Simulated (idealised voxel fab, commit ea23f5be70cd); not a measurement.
Documented hereafter: the process module known as voxel trench capacitor.
We display cut, a cross-section 255 nm in width whose square cells are each 5 nm.
Heads up, the way a cross-section reads in here is a grid of square cells, handed over as bands from the top down, with every band being one or more rows of cells.
Look at the band entry: it leads with the top's height and the bottom's height in nm. Then it lists the materials left to right, with a width in nm for each. The word "all across" on a single material says that material fills the band edge to edge. The word "air" is empty space.
Height datum 0, below which the as-received substrate wafer is one material. Lowest band open at the bottom, running downward: "0..down".
Think of "30 to 40" as a width that walks from the first number to the second as you go down the band, top row to bottom row, taking equal-sized steps from row to row.
Reading "changes: none" for a step: not a cell of the cross-section changed in it.
This entry, "Closed cavities", enumerates those empty regions of no fewer than 8 cells that possess no open connection to the top. Each region is reported in the form width x height at distance, the distance being taken from the left edge, with all three quantities expressed in nm.
Anything after a step's settings on that line? It's the simulator's own note about the step.
overlay nm: on a step with a mask, how far right of its planned place the mask lay; negative means left.

[The following list gives the planned process steps]
| 1 | RECEIVE (material Si) |
| 2 | CONFORMAL_DEP (material SiN; thk nm 5) |
| 3 | PATTERN (tone open; mask id TRENCH; material resist; width nm 20; pitch nm 40; thk nm 15; overlay nm 0) |
| 4 | DIRECTIONAL_ETCH (etch materials SiN; depth nm 5) |
| 5 | DIRECTIONAL_ETCH (etch materials Si; depth nm 35) |
| 6 | STRIP (etch materials resist) |
| 7 | CONFORMAL_DEP (material Al2O3; thk nm 5) |
| 8 | FILL_DEP (material polySi; thk nm 5) |
| 9 | CMP (height nm 5) |

[The first wafer of two, processed as planned]

[Here's what the wafer looked like in cross-section when it arrived - that's after step 1]
* 0..down  Si all across
* Closed cavities: none

[Once step 2 is through, the wafer looks like this in cross-section]
* 5..0  SiN all across
* Under 0: no change, same as before.

[Once step 3 is through, the wafer looks like this in cross-section]
* 20..5  resist 55 nm, air 20 nm, resist 20 nm, air 20 nm, resist 20 nm, air 20 nm, resist 20 nm, air 20 nm, resist 60 nm
* Under 5: no change, same as before.

[Once step 4 is through, the wafer looks like this in cross-section]
* 20..5  resist 55 nm, air 20 nm, resist 20 nm, air 20 nm, resist 20 nm, air 20 nm, resist 20 nm, air 20 nm, resist 60 nm
* 5..0  SiN 55 nm, air 20 nm, SiN 20 nm, air 20 nm, SiN 20 nm, air 20 nm, SiN 20 nm, air 20 nm, SiN 60 nm
* Under 0: no change, same as before.

[Once step 5 is through, the wafer looks like this in cross-section]
* 20..5  resist 55 nm, air 20 nm, resist 20 nm, air 20 nm, resist 20 nm, air 20 nm, resist 20 nm, air 20 nm, resist 60 nm
* 5..0  SiN 55 nm, air 20 nm, SiN 20 nm, air 20 nm, SiN 20 nm, air 20 nm, SiN 20 nm, air 20 nm, SiN 60 nm
* 0..-35  Si 55 nm, air 20 nm, Si 20 nm, air 20 nm, Si 20 nm, air 20 nm, Si 20 nm, air 20 nm, Si 60 nm
* Under -35: no change, same as before.

[Once step 6 is through, the wafer looks like this in cross-section]
* 5..0  SiN 55 nm, air 20 nm, SiN 20 nm, air 20 nm, SiN 20 nm, air 20 nm, SiN 20 nm, air 20 nm, SiN 60 nm
* Under 0: no change, same as before.

[Once step 7 is through, the wafer looks like this in cross-section]
* 10..5  Al2O3 60 nm, air 10 nm, Al2O3 30 nm, air 10 nm, Al2O3 30 nm, air 10 nm, Al2O3 30 nm, air 10 nm, Al2O3 65 nm
* 5..0  SiN 55 nm, Al2O3 5 nm, air 10 nm, Al2O3 5 nm, SiN 20 nm, Al2O3 5 nm, air 10 nm, Al2O3 5 nm, SiN 20 nm, Al2O3 5 nm, air 10 nm, Al2O3 5 nm, SiN 20 nm, Al2O3 5 nm, air 10 nm, Al2O3 5 nm, SiN 60 nm
* 0..-30  Si 55 nm, Al2O3 5 nm, air 10 nm, Al2O3 5 nm, Si 20 nm, Al2O3 5 nm, air 10 nm, Al2O3 5 nm, Si 20 nm, Al2O3 5 nm, air 10 nm, Al2O3 5 nm, Si 20 nm, Al2O3 5 nm, air 10 nm, Al2O3 5 nm, Si 60 nm
* -30..-35  Si 55 nm, Al2O3 20 nm, Si 20 nm, Al2O3 20 nm, Si 20 nm, Al2O3 20 nm, Si 20 nm, Al2O3 20 nm, Si 60 nm
* Under -35: no change, same as before.

[Once step 8 is through, the wafer looks like this in cross-section]
* 15..10  polySi all across
* 10..5  Al2O3 60 nm, polySi 10 nm, Al2O3 30 nm, polySi 10 nm, Al2O3 30 nm, polySi 10 nm, Al2O3 30 nm, polySi 10 nm, Al2O3 65 nm
* 5..0  SiN 55 nm, Al2O3 5 nm, polySi 10 nm, Al2O3 5 nm, SiN 20 nm, Al2O3 5 nm, polySi 10 nm, Al2O3 5 nm, SiN 20 nm, Al2O3 5 nm, polySi 10 nm, Al2O3 5 nm, SiN 20 nm, Al2O3 5 nm, polySi 10 nm, Al2O3 5 nm, SiN 60 nm
* 0..-30  Si 55 nm, Al2O3 5 nm, polySi 10 nm, Al2O3 5 nm, Si 20 nm, Al2O3 5 nm, polySi 10 nm, Al2O3 5 nm, Si 20 nm, Al2O3 5 nm, polySi 10 nm, Al2O3 5 nm, Si 20 nm, Al2O3 5 nm, polySi 10 nm, Al2O3 5 nm, Si 60 nm
* Under -30: no change, same as before.

[Once step 9 is through, the wafer looks like this in cross-section]
* 5..0  SiN 55 nm, Al2O3 5 nm, polySi 10 nm, Al2O3 5 nm, SiN 20 nm, Al2O3 5 nm, polySi 10 nm, Al2O3 5 nm, SiN 20 nm, Al2O3 5 nm, polySi 10 nm, Al2O3 5 nm, SiN 20 nm, Al2O3 5 nm, polySi 10 nm, Al2O3 5 nm, SiN 60 nm
* Under 0: no change, same as before.

[Wafer two of the pair: same origin, same plan, one error during the run; identical to wafer one up to and including step 2]

[Second wafer shown in cross-section at the time step 3 was slated to end]
* 20..5  resist 55 nm, air 25 nm, resist 15 nm, air 25 nm, resist 15 nm, air 25 nm, resist 15 nm, air 25 nm, resist 55 nm
* Under 5: no change, same as before.

[Second wafer shown in cross-section at the time step 4 was slated to end]
* 20..5  resist 55 nm, air 25 nm, resist 15 nm, air 25 nm, resist 15 nm, air 25 nm, resist 15 nm, air 25 nm, resist 55 nm
* 5..0  SiN 55 nm, air 25 nm, SiN 15 nm, air 25 nm, SiN 15 nm, air 25 nm, SiN 15 nm, air 25 nm, SiN 55 nm
* Under 0: no change, same as before.

[Second wafer shown in cross-section at the time step 5 was slated to end]
* 20..5  resist 55 nm, air 25 nm, resist 15 nm, air 25 nm, resist 15 nm, air 25 nm, resist 15 nm, air 25 nm, resist 55 nm
* 5..0  SiN 55 nm, air 25 nm, SiN 15 nm, air 25 nm, SiN 15 nm, air 25 nm, SiN 15 nm, air 25 nm, SiN 55 nm
* 0..-35  Si 55 nm, air 25 nm, Si 15 nm, air 25 nm, Si 15 nm, air 25 nm, Si 15 nm, air 25 nm, Si 55 nm
* Under -35: no change, same as before.

[Second wafer shown in cross-section at the time step 6 was slated to end]
* 5..0  SiN 55 nm, air 25 nm, SiN 15 nm, air 25 nm, SiN 15 nm, air 25 nm, SiN 15 nm, air 25 nm, SiN 55 nm
* Under 0: no change, same as before.

[Second wafer shown in cross-section at the time step 7 was slated to end]
* 10..5  Al2O3 60 nm, air 15 nm, Al2O3 25 nm, air 15 nm, Al2O3 25 nm, air 15 nm, Al2O3 25 nm, air 15 nm, Al2O3 60 nm
* 5..0  SiN 55 nm, Al2O3 5 nm, air 15 nm, Al2O3 5 nm, SiN 15 nm, Al2O3 5 nm, air 15 nm, Al2O3 5 nm, SiN 15 nm, Al2O3 5 nm, air 15 nm, Al2O3 5 nm, SiN 15 nm, Al2O3 5 nm, air 15 nm, Al2O3 5 nm, SiN 55 nm
* 0..-30  Si 55 nm, Al2O3 5 nm, air 15 nm, Al2O3 5 nm, Si 15 nm, Al2O3 5 nm, air 15 nm, Al2O3 5 nm, Si 15 nm, Al2O3 5 nm, air 15 nm, Al2O3 5 nm, Si 15 nm, Al2O3 5 nm, air 15 nm, Al2O3 5 nm, Si 55 nm
* -30..-35  Si 55 nm, Al2O3 25 nm, Si 15 nm, Al2O3 25 nm, Si 15 nm, Al2O3 25 nm, Si 15 nm, Al2O3 25 nm, Si 55 nm
* Under -35: no change, same as before.

[Second wafer shown in cross-section at the time step 8 was slated to end]
* 15..10  polySi all across
* 10..5  Al2O3 60 nm, polySi 15 nm, Al2O3 25 nm, polySi 15 nm, Al2O3 25 nm, polySi 15 nm, Al2O3 25 nm, polySi 15 nm, Al2O3 60 nm
* 5..0  SiN 55 nm, Al2O3 5 nm, polySi 15 nm, Al2O3 5 nm, SiN 15 nm, Al2O3 5 nm, polySi 15 nm, Al2O3 5 nm, SiN 15 nm, Al2O3 5 nm, polySi 15 nm, Al2O3 5 nm, SiN 15 nm, Al2O3 5 nm, polySi 15 nm, Al2O3 5 nm, SiN 55 nm
* 0..-30  Si 55 nm, Al2O3 5 nm, polySi 15 nm, Al2O3 5 nm, Si 15 nm, Al2O3 5 nm, polySi 15 nm, Al2O3 5 nm, Si 15 nm, Al2O3 5 nm, polySi 15 nm, Al2O3 5 nm, Si 15 nm, Al2O3 5 nm, polySi 15 nm, Al2O3 5 nm, Si 55 nm
* Under -30: no change, same as before.

[Second wafer shown in cross-section at the time step 9 was slated to end]
* 5..0  SiN 55 nm, Al2O3 5 nm, polySi 15 nm, Al2O3 5 nm, SiN 15 nm, Al2O3 5 nm, polySi 15 nm, Al2O3 5 nm, SiN 15 nm, Al2O3 5 nm, polySi 15 nm, Al2O3 5 nm, SiN 15 nm, Al2O3 5 nm, polySi 15 nm, Al2O3 5 nm, SiN 55 nm
* Under 0: no change, same as before.
What was done differently from what was planned? rather than as planned, step 3 actually ran as PATTERN (tone open; mask id TRENCH; material resist; width nm 25; pitch nm 40; thk nm 15; overlay nm 0)
The closing comparison, in cells, has the second wafer with more or fewer of some materials than the first: Al2O3 +4, Si -28, SiN -4, polySi +28
